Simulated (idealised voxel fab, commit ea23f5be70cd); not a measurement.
This is a process module. Its name is voxel wiring stack.
Pictured: cross-section cut, 245 nm wide, on a grid of 5 nm square cells.
Square cells in a grid make up a cross-section in this document, and the grid is given as bands, listed from the top down, each one or more rows of cells. Heights first: top, then bottom, in nm. Then materials, left to right, each with a width in nm. "throughout" on a single material: fills the band edge to edge. "blank": empty space. Basically, 0 is our baseline, since under it the wafer straight out of the box is all one material. The bottom band has no lower end and keeps on going down, so it looks like "0 down". Read "30 to 40" as a graded width: first number on top, second number at the bottom, same change between each pair of neighbouring rows. "same as before" means the step left every cell of the cross-section as it was. So "Closed void catalog" is basically the list of trapped voids: any empty space of 8 cells or more that can't reach the top through an opening. They're written width x height at distance, the distance being from the left edge, and it's all nm. On a step's line, text after the settings is the simulator commenting on that step. Regarding "overlay nm": on a step with a mask, it is the distance the mask lay to the right of its planned place; a negative value places it to the left. In what follows, pairs of cross-sections are presented, each taken before and after one process step, with the after cross-section shown only down to the lowest band that was altered; the step, together with its settings, is stated below the pair. The pairs may stem from different runs of this module on the same starting wafer; accordingly, a pair should be taken as continuing from the one above it solely where its entry headed "Before this step" indicates as much.
# Before this step
- 110 to 105: blank 65, then SiCN 45, then blank 10, then SiCN 45, then blank 80
- 105 to 100: blank 65, then SiCN 5, then Ru 35, then SiCN 5, then blank 10, then SiCN 5, then Ru 35, then SiCN 5, then blank 80
- 100 to 95: SiCN 70, then Ru 35, then SiCN 20, then Ru 35, then SiCN 85
- 95 to 85: SiO2 80, then Ru 15, then SiO2 40, then Ru 15, then SiO2 95
- 85 to 80: SiCN 80, then Ru 15, then SiCN 40, then Ru 15, then SiCN 95
- 80 to 55: lowk 75, then SiN 5, then W 30, then SiN 5, then lowk 15, then SiN 5, then W 30, then SiN 5, then lowk 75
- 55 to 50: SiN 80, then TiN 30, then SiN 25, then TiN 30, then SiN 80
- 50 to 40: SiO2 80, then Ru 15, then SiO2 40, then Ru 15, then SiO2 95
- 40 to 35: SiCN 80, then Ru 15, then SiCN 40, then Ru 15, then SiCN 95
- 35 to 15: SiO2 80, then TiN 5, then Ru 20, then TiN 5, then SiO2 25, then TiN 5, then Ru 20, then TiN 5, then SiO2 80
- 15 to 10: SiN 80, then TiN 30, then SiN 25, then TiN 30, then SiN 80
- 10 to 0: SiO2 throughout
- 0 down: Si throughout
- Closed void catalog: none
# Post-Step Section View
- 135 to 125: blank 65, then lowk 45, then blank 10, then lowk 45, then blank 80
- 125 to 110: lowk throughout
- 110 to 105: lowk 65, then SiCN 45, then lowk 10, then SiCN 45, then lowk 80
- 105 to 100: lowk 65, then SiCN 5, then Ru 35, then SiCN 5, then lowk 10, then SiCN 5, then Ru 35, then SiCN 5, then lowk 80
- For the remainder of the cross-section, below 100, there is no change.
- Closed void catalog: none
Step applied between the pre-step and post-step cross-sections shown above: DIRECTIONAL_DEP: material lowk, thk nm 25
Before this step: the wafer arrives at this step looking as the after cross-section in the pair just above shows it.
# Post-Step Section View
- 135 to 125: blank 65, then lowk 15, then blank 40, then lowk 15, then blank 110
- 125 to 110: lowk 80, then blank 30, then lowk 25, then blank 30, then lowk 80
- For the remainder of the cross-section, below 110, there is no change.
- Closed void catalog: none
Step applied between the pre-step and post-step cross-sections shown above: MASKED_ETCH: tone open, mask id METAL_3, width nm 30, pitch nm 55, etch materials lowk, depth nm 25, overlay nm 0
Before this step: the wafer arrives at this step looking as the after cross-section in the pair just above shows it.
# Post-Step Section View
- 135 to 125: blank 65, then lowk 15, then blank 40, then lowk 15, then blank 110
- 125 to 110: lowk 80, then blank 30, then lowk 25, then blank 30, then lowk 80
- 110 to 105: lowk 65, then SiCN 15, then blank 30, then lowk 10, then SiCN 15, then blank 30, then lowk 80
- For the remainder of the cross-section, below 105, there is no change.
- Closed void catalog: none
Step applied between the pre-step and post-step cross-sections shown above: MASKED_ETCH: tone open, mask id METAL_3, width nm 30, pitch nm 55, etch materials SiCN, depth nm 5, overlay nm 0
Before this step: the wafer arrives at this step looking as the after cross-section in the pair just above shows it.
# Post-Step Section View
- 140 to 135: blank 60, then TiN 25, then blank 30, then TiN 25, then blank 105
- 135 to 130: blank 60, then TiN 5, then lowk 15, then TiN 5, then blank 30, then TiN 5, then lowk 15, then TiN 5, then blank 105
- 130 to 125: TiN 65, then lowk 15, then TiN 5, then blank 20, then TiN 15, then lowk 15, then TiN 5, then blank 20, then TiN 85
- 125 to 110: lowk 80, then TiN 5, then blank 20, then TiN 5, then lowk 25, then TiN 5, then blank 20, then TiN 5, then lowk 80
- 110 to 105: lowk 65, then SiCN 15, then TiN 30, then lowk 10, then SiCN 15, then TiN 30, then lowk 80
- For the remainder of the cross-section, below 105, there is no change.
- Closed void catalog: none
Step applied between the pre-step and post-step cross-sections shown above: CONFORMAL_DEP: material TiN, thk nm 5
Before this step: the wafer arrives at this step looking as the after cross-section in the pair just above shows it.
# Post-Step Section View
- 150 to 140: W throughout
- 140 to 135: W 60, then TiN 25, then W 30, then TiN 25, then W 105
- 135 to 130: W 60, then TiN 5, then lowk 15, then TiN 5, then W 30, then TiN 5, then lowk 15, then TiN 5, then W 105
- 130 to 125: TiN 65, then lowk 15, then TiN 5, then W 20, then TiN 15, then lowk 15, then TiN 5, then W 20, then TiN 85
- 125 to 110: lowk 80, then TiN 5, then W 20, then TiN 5, then lowk 25, then TiN 5, then W 20, then TiN 5, then lowk 80
- For the remainder of the cross-section, below 110, there is no change.
- Closed void catalog: none
Step applied between the pre-step and post-step cross-sections shown above: FILL_DEP: material W, thk nm 10
Before this step: the wafer arrives at this step looking as the after cross-section in the pair just above shows it.
# Post-Step Section View
- 125 to 110: lowk 80, then TiN 5, then W 20, then TiN 5, then lowk 25, then TiN 5, then W 20, then TiN 5, then lowk 80
- For the remainder of the cross-section, below 110, there is no change.
- Closed void catalog: none
Step applied between the pre-step and post-step cross-sections shown above: CMP: height nm 125
Before this step: the wafer arrives at this step looking as the after cross-section in the pair just above shows it.
# Post-Step Section View
- 130 to 125: SiCN throughout
- For the remainder of the cross-section, below 125, there is no change.
- Closed void catalog: none
Step applied between the pre-step and post-step cross-sections shown above: CONFORMAL_DEP: material SiCN, thk nm 5
# Before this step
- 10 to 0: SiO2 throughout
- 0 down: Si throughout
- Closed void catalog: none
# Post-Step Section View
- 30 to 0: SiO2 throughout
- For the remainder of the cross-section, below 0, there is no change.
- Closed void catalog: none
Step applied between the pre-step and post-step cross-sections shown above: DIRECTIONAL_DEP: material SiO2, thk nm 20
Before this step: the wafer arrives at this step looking as the after cross-section in the pair just above shows it.
# Post-Step Section View
- 35 to 30: SiN throughout
- For the remainder of the cross-section, below 30, there is no change.
- Closed void catalog: none
Step applied between the pre-step and post-step cross-sections shown above: CONFORMAL_DEP: material SiN, thk nm 5
Before this step: the wafer arrives at this step looking as the after cross-section in the pair just above shows it.
# Post-Step Section View
- 45 to 35: aC throughout
- For the remainder of the cross-section, below 35, there is no change.
- Closed void catalog: none
Step applied between the pre-step and post-step cross-sections shown above: DIRECTIONAL_DEP: material aC, thk nm 10
Before this step: the wafer arrives at this step looking as the after cross-section in the pair just above shows it.
# Post-Step Section View
- 70 to 45: resist 80, then blank 30, then resist 25, then blank 30, then resist 80
- For the remainder of the cross-section, below 45, there is no change.
- Closed void catalog: none
Step applied between the pre-step and post-step cross-sections shown above: PATTERN: tone open, mask id METAL_1, material resist, width nm 30, pitch nm 55, thk nm 25, overlay nm 0
Before this step: the wafer arrives at this step looking as the after cross-section in the pair just above shows it.
# Post-Step Section View
- 60 to 45: resist 80, then blank 30, then resist 25, then blank 30, then resist 80
- 45 to 35: aC 80, then blank 30, then aC 25, then blank 30, then aC 80
- For the remainder of the cross-section, below 35, there is no change.
- Closed void catalog: none
Step applied between the pre-step and post-step cross-sections shown above: DIRECTIONAL_ETCH: etch materials aC, depth nm 10
Before this step: the wafer arrives at this step looking as the after cross-section in the pair just above shows it.
# Post-Step Section View
- 45 to 35: aC 80, then blank 30, then aC 25, then blank 30, then aC 80
- For the remainder of the cross-section, below 35, there is no change.
- Closed void catalog: none
Step applied between the pre-step and post-step cross-sections shown above: STRIP: etch materials resist
Before this step: the wafer arrives at this step looking as the after cross-section in the pair just above shows it.
# Post-Step Section View
- 45 to 35: aC 80, then blank 30, then aC 25, then blank 30, then aC 80
- 35 to 30: SiN 80, then blank 30, then SiN 25, then blank 30, then SiN 80
- For the remainder of the cross-section, below 30, there is no change.
- Closed void catalog: none
Step applied between the pre-step and post-step cross-sections shown above: DIRECTIONAL_ETCH: etch materials SiN, depth nm 5
Before this step: the wafer arrives at this step looking as the after cross-section in the pair just above shows it.
# Post-Step Section View
- 35 to 30: SiN 80, then blank 30, then SiN 25, then blank 30, then SiN 80
- For the remainder of the cross-section, below 30, there is no change.
- Closed void catalog: none
Step applied between the pre-step and post-step cross-sections shown above: STRIP: etch materials aC
Before this step: the wafer arrives at this step looking as the after cross-section in the pair just above shows it.
# Post-Step Section View
- 40 to 35: TiN 85, then blank 20, then TiN 35, then blank 20, then TiN 85
- 35 to 30: SiN 80, then TiN 30, then SiN 25, then TiN 30, then SiN 80
- For the remainder of the cross-section, below 30, there is no change.
- Closed void catalog: none
Step applied between the pre-step and post-step cross-sections shown above: CONFORMAL_DEP: material TiN, thk nm 5
Before this step: the wafer arrives at this step looking as the after cross-section in the pair just above shows it.
# Post-Step Section View
- 45 to 40: Ru throughout
- 40 to 35: TiN 85, then Ru 20, then TiN 35, then Ru 20, then TiN 85
- For the remainder of the cross-section, below 35, there is no change.
- Closed void catalog: none
Step applied between the pre-step and post-step cross-sections shown above: FILL_DEP: material Ru, thk nm 5
Before this step: the wafer arrives at this step looking as the after cross-section in the pair just above shows it.
# Post-Step Section View
- 35 to 30: SiN 80, then TiN 30, then SiN 25, then TiN 30, then SiN 80
- For the remainder of the cross-section, below 30, there is no change.
- Closed void catalog: none
Step applied between the pre-step and post-step cross-sections shown above: CMP: height nm 35
Before this step: the wafer arrives at this step looking as the after cross-section in the pair just above shows it.
# Post-Step Section View
- 40 to 35: SiCN throughout
- For the remainder of the cross-section, below 35, there is no change.
- Closed void catalog: none
Step applied between the pre-step and post-step cross-sections shown above: CONFORMAL_DEP: material SiCN, thk nm 5
Before this step: the wafer arrives at this step looking as the after cross-section in the pair just above shows it.
# Post-Step Section View
- 50 to 40: SiO2 throughout
- For the remainder of the cross-section, below 40, there is no change.
- Closed void catalog: none
Step applied between the pre-step and post-step cross-sections shown above: DIRECTIONAL_DEP: material SiO2, thk nm 10
Before this step: the wafer arrives at this step looking as the after cross-section in the pair just above shows it.
# Post-Step Section View
- 65 to 50: resist 80, then blank 15, then resist 40, then blank 15, then resist 95
- For the remainder of the cross-section, below 50, there is no change.
- Closed void catalog: none
Step applied between the pre-step and post-step cross-sections shown above: PATTERN: tone open, mask id PLUG_1, material resist, width nm 15, pitch nm 55, thk nm 15, overlay nm 0
Before this step: the wafer arrives at this step looking as the after cross-section in the pair just above shows it.
# Post-Step Section View
- 65 to 50: resist 80, then blank 15, then resist 40, then blank 15, then resist 95
- 50 to 40: SiO2 80, then blank 15, then SiO2 40, then blank 15, then SiO2 95
- For the remainder of the cross-section, below 40, there is no change.
- Closed void catalog: none
Step applied between the pre-step and post-step cross-sections shown above: DIRECTIONAL_ETCH: etch materials SiO2, depth nm 10
Before this step: the wafer arrives at this step looking as the after cross-section in the pair just above shows it.
# Post-Step Section View
- 65 to 50: resist 80, then blank 15, then resist 40, then blank 15, then resist 95
- 50 to 40: SiO2 80, then blank 15, then SiO2 40, then blank 15, then SiO2 95
- 40 to 35: SiCN 80, then blank 15, then SiCN 40, then blank 15, then SiCN 95
- For the remainder of the cross-section, below 35, there is no change.
- Closed void catalog: none
Step applied between the pre-step and post-step cross-sections shown above: DIRECTIONAL_ETCH: etch materials SiCN, depth nm 5
Before this step: the wafer arrives at this step looking as the after cross-section in the pair just above shows it.
# Post-Step Section View
- 50 to 40: SiO2 80, then blank 15, then SiO2 40, then blank 15, then SiO2 95
- For the remainder of the cross-section, below 40, there is no change.
- Closed void catalog: none
Step applied between the pre-step and post-step cross-sections shown above: STRIP: etch materials resist
Before this step: the wafer arrives at this step looking as the after cross-section in the pair just above shows it.
# Post-Step Section View
- 50 to 45: SiO2 80, then blank 15, then SiO2 40, then blank 15, then SiO2 95
- 45 to 40: SiO2 80, then Ru 15, then SiO2 40, then Ru 15, then SiO2 95
- 40 to 35: SiCN 80, then Ru 15, then SiCN 40, then Ru 15, then SiCN 95
- For the remainder of the cross-section, below 35, there is no change.
- Closed void catalog: none
Step applied between the pre-step and post-step cross-sections shown above: EPI: material Ru, thk nm 10
Before this step: the wafer arrives at this step looking as the after cross-section in the pair just above shows it.
# Post-Step Section View
- 50 to 40: SiO2 80, then Ru 15, then SiO2 40, then Ru 15, then SiO2 95
- For the remainder of the cross-section, below 40, there is no change.
- Closed void catalog: none
Step applied between the pre-step and post-step cross-sections shown above: EPI: material Ru, thk nm 5
Before this step: the wafer arrives at this step looking as the after cross-section in the pair just above shows it.
# Post-Step Section View
- 55 to 50: TiN throughout
- For the remainder of the cross-section, below 50, there is no change.
- Closed void catalog: none
Step applied between the pre-step and post-step cross-sections shown above: DIRECTIONAL_DEP: material TiN, thk nm 5
Before this step: the wafer arrives at this step looking as the after cross-section in the pair just above shows it.
# Post-Step Section View
- 80 to 55: W throughout
- For the remainder of the cross-section, below 55, there is no change.
- Closed void catalog: none
Step applied between the pre-step and post-step cross-sections shown above: DIRECTIONAL_DEP: material W, thk nm 25
Before this step: the wafer arrives at this step looking as the after cross-section in the pair just above shows it.
# Post-Step Section View
- 80 to 55: blank 80, then W 30, then blank 25, then W 30, then blank 80
- For the remainder of the cross-section, below 55, there is no change.
- Closed void catalog: none
Step applied between the pre-step and post-step cross-sections shown above: MASKED_ETCH: tone cover, mask id METAL_2, width nm 30, pitch nm 55, etch materials W, depth nm 25, overlay nm 0
Before this step: the wafer arrives at this step looking as the after cross-section in the pair just above shows it.
# Post-Step Section View
- 80 to 55: blank 80, then W 30, then blank 25, then W 30, then blank 80
- 55 to 50: blank 80, then TiN 30, then blank 25, then TiN 30, then blank 80
- For the remainder of the cross-section, below 50, there is no change.
- Closed void catalog: none
Step applied between the pre-step and post-step cross-sections shown above: MASKED_ETCH: tone cover, mask id METAL_2, width nm 30, pitch nm 55, etch materials TiN, depth nm 5, overlay nm 0
Before this step: the wafer arrives at this step looking as the after cross-section in the pair just above shows it.
# Post-Step Section View
- 85 to 80: blank 75, then SiN 40, then blank 15, then SiN 40, then blank 75
- 80 to 55: blank 75, then SiN 5, then W 30, then SiN 5, then blank 15, then SiN 5, then W 30, then SiN 5, then blank 75
- 55 to 50: SiN 80, then TiN 30, then SiN 25, then TiN 30, then SiN 80
- For the remainder of the cross-section, below 50, there is no change.
- Closed void catalog: none
Step applied between the pre-step and post-step cross-sections shown above: CONFORMAL_DEP: material SiN, thk nm 5
Before this step: the wafer arrives at this step looking as the after cross-section in the pair just above shows it.
# Post-Step Section View
- 90 to 85: lowk throughout
- 85 to 80: lowk 75, then SiN 40, then lowk 15, then SiN 40, then lowk 75
- 80 to 55: lowk 75, then SiN 5, then W 30, then SiN 5, then lowk 15, then SiN 5, then W 30, then SiN 5, then lowk 75
- For the remainder of the cross-section, below 55, there is no change.
- Closed void catalog: none
Step applied between the pre-step and post-step cross-sections shown above: FILL_DEP: material lowk, thk nm 5
Before this step: the wafer arrives at this step looking as the after cross-section in the pair just above shows it.
# Post-Step Section View
- 80 to 55: lowk 75, then SiN 5, then W 30, then SiN 5, then lowk 15, then SiN 5, then W 30, then SiN 5, then lowk 75
- For the remainder of the cross-section, below 55, there is no change.
- Closed void catalog: none
Step applied between the pre-step and post-step cross-sections shown above: CMP: height nm 80
Before this step: the wafer arrives at this step looking as the after cross-section in the pair just above shows it.
# Post-Step Section View
- 85 to 80: SiCN throughout
- For the remainder of the cross-section, below 80, there is no change.
- Closed void catalog: none
Step applied between the pre-step and post-step cross-sections shown above: CONFORMAL_DEP: material SiCN, thk nm 5
Before this step: the wafer arrives at this step looking as the after cross-section in the pair just above shows it.
# Post-Step Section View
- 95 to 85: SiO2 throughout
- For the remainder of the cross-section, below 85, there is no change.
- Closed void catalog: none
Step applied between the pre-step and post-step cross-sections shown above: DIRECTIONAL_DEP: material SiO2, thk nm 10
Before this step: the wafer arrives at this step looking as the after cross-section in the pair just above shows it.
# Post-Step Section View
- 95 to 85: SiO2 80, then blank 15, then SiO2 40, then blank 15, then SiO2 95
- For the remainder of the cross-section, below 85, there is no change.
- Closed void catalog: none
Step applied between the pre-step and post-step cross-sections shown above: MASKED_ETCH: tone open, mask id PLUG_2, width nm 15, pitch nm 55, etch materials SiO2, depth nm 10, overlay nm 0
Before this step: the wafer arrives at this step looking as the after cross-section in the pair just above shows it.
# Post-Step Section View
- 95 to 85: SiO2 80, then blank 15, then SiO2 40, then blank 15, then SiO2 95
- 85 to 80: SiCN 80, then blank 15, then SiCN 40, then blank 15, then SiCN 95
- For the remainder of the cross-section, below 80, there is no change.
- Closed void catalog: none
Step applied between the pre-step and post-step cross-sections shown above: MASKED_ETCH: tone open, mask id PLUG_2, width nm 15, pitch nm 55, etch materials SiCN, depth nm 5, overlay nm 0
Before this step: the wafer arrives at this step looking as the after cross-section in the pair just above shows it.
# Post-Step Section View
- 95 to 90: SiO2 80, then blank 15, then SiO2 40, then blank 15, then SiO2 95
- 90 to 85: SiO2 80, then Ru 15, then SiO2 40, then Ru 15, then SiO2 95
- 85 to 80: SiCN 80, then Ru 15, then SiCN 40, then Ru 15, then SiCN 95
- For the remainder of the cross-section, below 80, there is no change.
- Closed void catalog: none
Step applied between the pre-step and post-step cross-sections shown above: EPI: material Ru, thk nm 10
Before this step: the wafer arrives at this step looking as the after cross-section in the pair just above shows it.
# Post-Step Section View
- 95 to 85: SiO2 80, then Ru 15, then SiO2 40, then Ru 15, then SiO2 95
- For the remainder of the cross-section, below 85, there is no change.
- Closed void catalog: none
Step applied between the pre-step and post-step cross-sections shown above: EPI: material Ru, thk nm 5
Before this step: the wafer arrives at this step looking as the after cross-section in the pair just above shows it.
# Post-Step Section View
- 100 to 95: SiCN throughout
- For the remainder of the cross-section, below 95, there is no change.
- Closed void catalog: none
Step applied between the pre-step and post-step cross-sections shown above: CONFORMAL_DEP: material SiCN, thk nm 5
Before this step: the wafer arrives at this step looking as the after cross-section in the pair just above shows it.
# Post-Step Section View
- 125 to 100: lowk throughout
- For the remainder of the cross-section, below 100, there is no change.
- Closed void catalog: none
Step applied between the pre-step and post-step cross-sections shown above: DIRECTIONAL_DEP: material lowk, thk nm 25
Before this step: the wafer arrives at this step looking as the after cross-section in the pair just above shows it.
# Post-Step Section View
- 125 to 100: lowk 80, then blank 30, then lowk 25, then blank 30, then lowk 80
- For the remainder of the cross-section, below 100, there is no change.
- Closed void catalog: none
Step applied between the pre-step and post-step cross-sections shown above: MASKED_ETCH: tone open, mask id METAL_3, width nm 30, pitch nm 55, etch materials lowk, depth nm 25, overlay nm 0
Before this step: the wafer arrives at this step looking as the after cross-section in the pair just above shows it.
# Post-Step Section View
- 125 to 100: lowk 80, then blank 30, then lowk 25, then blank 30, then lowk 80
- 100 to 95: SiCN 80, then blank 30, then SiCN 25, then blank 30, then SiCN 80
- For the remainder of the cross-section, below 95, there is no change.
- Closed void catalog: none
Step applied between the pre-step and post-step cross-sections shown above: MASKED_ETCH: tone open, mask id METAL_3, width nm 30, pitch nm 55, etch materials SiCN, depth nm 5, overlay nm 0
Before this step: the wafer arrives at this step looking as the after cross-section in the pair just above shows it.
# Post-Step Section View
- 130 to 125: TiN 85, then blank 20, then TiN 35, then blank 20, then TiN 85
- 125 to 100: lowk 80, then TiN 5, then blank 20, then TiN 5, then lowk 25, then TiN 5, then blank 20, then TiN 5, then lowk 80
- 100 to 95: SiCN 80, then TiN 30, then SiCN 25, then TiN 30, then SiCN 80
- For the remainder of the cross-section, below 95, there is no change.
- Closed void catalog: none
Step applied between the pre-step and post-step cross-sections shown above: CONFORMAL_DEP: material TiN, thk nm 5
Before this step: the wafer arrives at this step looking as the after cross-section in the pair just above shows it.
# Post-Step Section View
- 140 to 130: W throughout
- 130 to 125: TiN 85, then W 20, then TiN 35, then W 20, then TiN 85
- 125 to 100: lowk 80, then TiN 5, then W 20, then TiN 5, then lowk 25, then TiN 5, then W 20, then TiN 5, then lowk 80
- For the remainder of the cross-section, below 100, there is no change.
- Closed void catalog: none
Step applied between the pre-step and post-step cross-sections shown above: FILL_DEP: material W, thk nm 10
Before this step: the wafer arrives at this step looking as the after cross-section in the pair just above shows it.
# Post-Step Section View
- 125 to 100: lowk 80, then TiN 5, then W 20, then TiN 5, then lowk 25, then TiN 5, then W 20, then TiN 5, then lowk 80
- For the remainder of the cross-section, below 100, there is no change.
- Closed void catalog: none
Step applied between the pre-step and post-step cross-sections shown above: CMP: height nm 125
Before this step: the wafer arrives at this step looking as the after cross-section in the pair just above shows it.
# Post-Step Section View
- 130 to 125: SiCN throughout
- For the remainder of the cross-section, below 125, there is no change.
- Closed void catalog: none
Step applied between the pre-step and post-step cross-sections shown above: CONFORMAL_DEP: material SiCN, thk nm 5
# Before this step
- 80 to 55: blank 80, then W 30, then blank 25, then W 30, then blank 80
- 55 to 50: blank 80, then TiN 30, then blank 25, then TiN 30, then blank 80
- 50 to 40: SiO2 80, then Ru 15, then SiO2 40, then Ru 15, then SiO2 95
- 40 to 35: SiCN 80, then Ru 15, then SiCN 40, then Ru 15, then SiCN 95
- 35 to 15: SiO2 80, then TiN 5, then Ru 20, then TiN 5, then SiO2 25, then TiN 5, then Ru 20, then TiN 5, then SiO2 80
- 15 to 10: SiN 80, then TiN 30, then SiN 25, then TiN 30, then SiN 80
- 10 to 0: SiO2 throughout
- 0 down: Si throughout
- Closed void catalog: none
# Post-Step Section View
- 95 to 80: blank 65, then SiN 115, then blank 65
- 80 to 65: blank 65, then SiN 15, then W 30, then SiN 25, then W 30, then SiN 15, then blank 65
- 65 to 55: SiN 80, then W 30, then SiN 25, then W 30, then SiN 80
- 55 to 50: SiN 80, then TiN 30, then SiN 25, then TiN 30, then SiN 80
- For the remainder of the cross-section, below 50, there is no change.
- Closed void catalog: none
Step applied between the pre-step and post-step cross-sections shown above: CONFORMAL_DEP: material SiN, thk nm 15
Before this step: the wafer arrives at this step looking as the after cross-section in the pair just above shows it.
# Post-Step Section View
- 100 to 95: lowk throughout
- 95 to 80: lowk 65, then SiN 115, then lowk 65
- 80 to 65: lowk 65, then SiN 15, then W 30, then SiN 25, then W 30, then SiN 15, then lowk 65
- For the remainder of the cross-section, below 65, there is no change.
- Closed void catalog: none
Step applied between the pre-step and post-step cross-sections shown above: FILL_DEP: material lowk, thk nm 5
Before this step: the wafer arrives at this step looking as the after cross-section in the pair just above shows it.
# Post-Step Section View
- 80 to 65: lowk 65, then SiN 15, then W 30, then SiN 25, then W 30, then SiN 15, then lowk 65
- For the remainder of the cross-section, below 65, there is no change.
- Closed void catalog: none
Step applied between the pre-step and post-step cross-sections shown above: CMP: height nm 80
Before this step: the wafer arrives at this step looking as the after cross-section in the pair just above shows it.
# Post-Step Section View
- 85 to 80: SiCN throughout
- For the remainder of the cross-section, below 80, there is no change.
- Closed void catalog: none
Step applied between the pre-step and post-step cross-sections shown above: CONFORMAL_DEP: material SiCN, thk nm 5
Before this step: the wafer arrives at this step looking as the after cross-section in the pair just above shows it.
# Post-Step Section View
- 95 to 85: SiO2 throughout
- For the remainder of the cross-section, below 85, there is no change.
- Closed void catalog: none
Step applied between the pre-step and post-step cross-sections shown above: DIRECTIONAL_DEP: material SiO2, thk nm 10
Before this step: the wafer arrives at this step looking as the after cross-section in the pair just above shows it.
# Post-Step Section View
- 95 to 85: SiO2 80, then blank 15, then SiO2 40, then blank 15, then SiO2 95
- For the remainder of the cross-section, below 85, there is no change.
- Closed void catalog: none
Step applied between the pre-step and post-step cross-sections shown above: MASKED_ETCH: tone open, mask id PLUG_2, width nm 15, pitch nm 55, etch materials SiO2, depth nm 10, overlay nm 0
Before this step: the wafer arrives at this step looking as the after cross-section in the pair just above shows it.
# Post-Step Section View
- 95 to 85: SiO2 80, then blank 15, then SiO2 40, then blank 15, then SiO2 95
- 85 to 80: SiCN 80, then blank 15, then SiCN 40, then blank 15, then SiCN 95
- For the remainder of the cross-section, below 80, there is no change.
- Closed void catalog: none
Step applied between the pre-step and post-step cross-sections shown above: MASKED_ETCH: tone open, mask id PLUG_2, width nm 15, pitch nm 55, etch materials SiCN, depth nm 5, overlay nm 0
Before this step: the wafer arrives at this step looking as the after cross-section in the pair just above shows it.
# Post-Step Section View
- 95 to 90: SiO2 80, then blank 15, then SiO2 40, then blank 15, then SiO2 95
- 90 to 85: SiO2 80, then Ru 15, then SiO2 40, then Ru 15, then SiO2 95
- 85 to 80: SiCN 80, then Ru 15, then SiCN 40, then Ru 15, then SiCN 95
- For the remainder of the cross-section, below 80, there is no change.
- Closed void catalog: none
Step applied between the pre-step and post-step cross-sections shown above: EPI: material Ru, thk nm 10
Before this step: the wafer arrives at this step looking as the after cross-section in the pair just above shows it.
# Post-Step Section View
- 95 to 85: SiO2 80, then Ru 15, then SiO2 40, then Ru 15, then SiO2 95
- For the remainder of the cross-section, below 85, there is no change.
- Closed void catalog: none
Step applied between the pre-step and post-step cross-sections shown above: EPI: material Ru, thk nm 5
Before this step: the wafer arrives at this step looking as the after cross-section in the pair just above shows it.
# Post-Step Section View
- 100 to 95: SiCN throughout
- For the remainder of the cross-section, below 95, there is no change.
- Closed void catalog: none
Step applied between the pre-step and post-step cross-sections shown above: CONFORMAL_DEP: material SiCN, thk nm 5
Before this step: the wafer arrives at this step looking as the after cross-section in the pair just above shows it.
# Post-Step Section View
- 125 to 100: lowk throughout
- For the remainder of the cross-section, below 100, there is no change.
- Closed void catalog: none
Step applied between the pre-step and post-step cross-sections shown above: DIRECTIONAL_DEP: material lowk, thk nm 25
Before this step: the wafer arrives at this step looking as the after cross-section in the pair just above shows it.
# Post-Step Section View
- 125 to 100: lowk 80, then blank 30, then lowk 25, then blank 30, then lowk 80
- For the remainder of the cross-section, below 100, there is no change.
- Closed void catalog: none
Step applied between the pre-step and post-step cross-sections shown above: MASKED_ETCH: tone open, mask id METAL_3, width nm 30, pitch nm 55, etch materials lowk, depth nm 25, overlay nm 0
Before this step: the wafer arrives at this step looking as the after cross-section in the pair just above shows it.
# Post-Step Section View
- 125 to 100: lowk 80, then blank 30, then lowk 25, then blank 30, then lowk 80
- 100 to 95: SiCN 80, then blank 30, then SiCN 25, then blank 30, then SiCN 80
- For the remainder of the cross-section, below 95, there is no change.
- Closed void catalog: none
Step applied between the pre-step and post-step cross-sections shown above: MASKED_ETCH: tone open, mask id METAL_3, width nm 30, pitch nm 55, etch materials SiCN, depth nm 5, overlay nm 0
Before this step: the wafer arrives at this step looking as the after cross-section in the pair just above shows it.
# Post-Step Section View
- 130 to 125: TiN 85, then blank 20, then TiN 35, then blank 20, then TiN 85
- 125 to 100: lowk 80, then TiN 5, then blank 20, then TiN 5, then lowk 25, then TiN 5, then blank 20, then TiN 5, then lowk 80
- 100 to 95: SiCN 80, then TiN 30, then SiCN 25, then TiN 30, then SiCN 80
- For the remainder of the cross-section, below 95, there is no change.
- Closed void catalog: none
Step applied between the pre-step and post-step cross-sections shown above: CONFORMAL_DEP: material TiN, thk nm 5
Before this step: the wafer arrives at this step looking as the after cross-section in the pair just above shows it.
# Post-Step Section View
- 140 to 130: W throughout
- 130 to 125: TiN 85, then W 20, then TiN 35, then W 20, then TiN 85
- 125 to 100: lowk 80, then TiN 5, then W 20, then TiN 5, then lowk 25, then TiN 5, then W 20, then TiN 5, then lowk 80
- For the remainder of the cross-section, below 100, there is no change.
- Closed void catalog: none
Step applied between the pre-step and post-step cross-sections shown above: FILL_DEP: material W, thk nm 10
Before this step: the wafer arrives at this step looking as the after cross-section in the pair just above shows it.
# Post-Step Section View
- 125 to 100: lowk 80, then TiN 5, then W 20, then TiN 5, then lowk 25, then TiN 5, then W 20, then TiN 5, then lowk 80
- For the remainder of the cross-section, below 100, there is no change.
- Closed void catalog: none
Step applied between the pre-step and post-step cross-sections shown above: CMP: height nm 125
Before this step: the wafer arrives at this step looking as the after cross-section in the pair just above shows it.
# Post-Step Section View
- 130 to 125: SiCN throughout
- For the remainder of the cross-section, below 125, there is no change.
- Closed void catalog: none
Step applied between the pre-step and post-step cross-sections shown above: CONFORMAL_DEP: material SiCN, thk nm 5
# Before this step
- 95 to 85: SiO2 throughout
- 85 to 80: SiCN throughout
- 80 to 55: lowk 75, then SiN 5, then W 30, then SiN 5, then lowk 15, then SiN 5, then W 30, then SiN 5, then lowk 75
- 55 to 50: SiN 80, then TiN 30, then SiN 25, then TiN 30, then SiN 80
- 50 to 40: SiO2 80, then Ru 15, then SiO2 40, then Ru 15, then SiO2 95
- 40 to 35: SiCN 80, then Ru 15, then SiCN 40, then Ru 15, then SiCN 95
- 35 to 15: SiO2 80, then TiN 5, then Ru 20, then TiN 5, then SiO2 25, then TiN 5, then Ru 20, then TiN 5, then SiO2 80
- 15 to 10: SiN 80, then TiN 30, then SiN 25, then TiN 30, then SiN 80
- 10 to 0: SiO2 throughout
- 0 down: Si throughout
- Closed void catalog: none
# Post-Step Section View
- 95 to 85: SiO2 75, then blank 25, then SiO2 30, then blank 25, then SiO2 90
- For the remainder of the cross-section, below 85, there is no change.
- Closed void catalog: none
Step applied between the pre-step and post-step cross-sections shown above: MASKED_ETCH: tone open, mask id PLUG_2, width nm 25, pitch nm 55, etch materials SiO2, depth nm 10, overlay nm 0
Before this step: the wafer arrives at this step looking as the after cross-section in the pair just above shows it.
# Post-Step Section View
- 95 to 85: SiO2 75, then blank 25, then SiO2 30, then blank 25, then SiO2 90
- 85 to 80: SiCN 80, then blank 15, then SiCN 40, then blank 15, then SiCN 95
- For the remainder of the cross-section, below 80, there is no change.
- Closed void catalog: none
Step applied between the pre-step and post-step cross-sections shown above: MASKED_ETCH: tone open, mask id PLUG_2, width nm 15, pitch nm 55, etch materials SiCN, depth nm 5, overlay nm 0
